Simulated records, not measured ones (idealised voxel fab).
Proc. module: voxel trench capacitor
FYI the section here is cut, 255 nm wide, cells are 5 nm squares.
In what follows, cross-sections appear as grids of square cells, described through bands that run from the top down, where every band is one or more rows of cells.
Basically the band line says how high the top is and how high the bottom is, in nm, and then what's in it from left to right, every material with its width in nm. Empty space shows up as "air", and if a single material carries "all across" it runs the full band edge to edge.
Height reference: 0 = level under which incoming wafer is all one material. Lowest band: no bottom, runs on downward, e.g. "0 -> down".
The width entry "30->40" should be interpreted row by row: the top row of cells in the band takes the first number, the bottom row takes the second number, and the change between adjacent rows is uniform throughout.
It should be understood that the words "nothing was modified", when stated for a given step, signify that the cross-section underwent no change in any of its cells during that step.
Voids not open to the top, 8 cells minimum: see "Entrapped void list". Written width x height at distance; distance is from the left edge; nm.
Where a step's line continues beyond its settings, the continuation is a remark by the simulator itself on that step.
overlay nm, on a step with a mask: how far to the right of its planned place the mask lay; to the left if negative

## Planned step list for the process
- 1: RECEIVE,material Si
- 2: CONFORMAL_DEP,material SiN,thk nm 10
- 3: DIRECTIONAL_DEP,material aC,thk nm 15
- 4: PATTERN,tone open,mask id TRENCH,material resist,width nm 20,pitch nm 45,thk nm 30,overlay nm 0
- 5: DIRECTIONAL_ETCH,etch materials aC,depth nm 15
- 6: STRIP,etch materials resist
- 7: DIRECTIONAL_ETCH,etch materials SiN,depth nm 10
- 8: DIRECTIONAL_ETCH,etch materials Si,depth nm 30
- 9: STRIP,etch materials aC
- 10: CONFORMAL_DEP,material SiO2,thk nm 5
- 11: FILL_DEP,material polySi,thk nm 10
- 12: CMP,height nm 10

## Received-state cross-section, reflecting completion of step 1
    0 -> down  Si all across
    Entrapped void list: none

## Post-module cross-section of the first of two wafers (run per plan)
    10 -> 0  SiN 50; SiO2 5; polySi 10; SiO2 5; SiN 25; SiO2 5; polySi 10; SiO2 5; SiN 25; SiO2 5; polySi 10; SiO2 5; SiN 25; SiO2 5; polySi 10; SiO2 5; SiN 50
    0 -> -25  Si 50; SiO2 5; polySi 10; SiO2 5; Si 25; SiO2 5; polySi 10; SiO2 5; Si 25; SiO2 5; polySi 10; SiO2 5; Si 25; SiO2 5; polySi 10; SiO2 5; Si 50
    -25 -> -30  Si 50; SiO2 20; Si 25; SiO2 20; Si 25; SiO2 20; Si 25; SiO2 20; Si 50
    -30 -> down  Si all across
    Entrapped void list: none

## What the second wafer looks like in cross-section once the module is done. Its start and its plan matched the first wafer's exactly; what differed was one mistake in how it was run
    10 -> 0  SiN 50; SiO2 5; polySi 10; SiO2 5; SiN 25; SiO2 5; polySi 10; SiO2 5; SiN 25; SiO2 5; polySi 10; SiO2 5; SiN 25; SiO2 5; polySi 10; SiO2 5; SiN 50
    0 -> -30  Si 50; SiO2 5; polySi 10; SiO2 5; Si 25; SiO2 5; polySi 10; SiO2 5; Si 25; SiO2 5; polySi 10; SiO2 5; Si 25; SiO2 5; polySi 10; SiO2 5; Si 50
    -30 -> -35  Si 50; SiO2 20; Si 25; SiO2 20; Si 25; SiO2 20; Si 25; SiO2 20; Si 50
    -35 -> down  Si all across
    Entrapped void list: none
Want to know what went wrong? step 8 did not happen as planned, as run it was DIRECTIONAL_ETCH,etch materials Si,depth nm 35
The second wafer ends with more or fewer cells of some materials than the first, per final count: Si -16 | SiO2 +8 | polySi +8
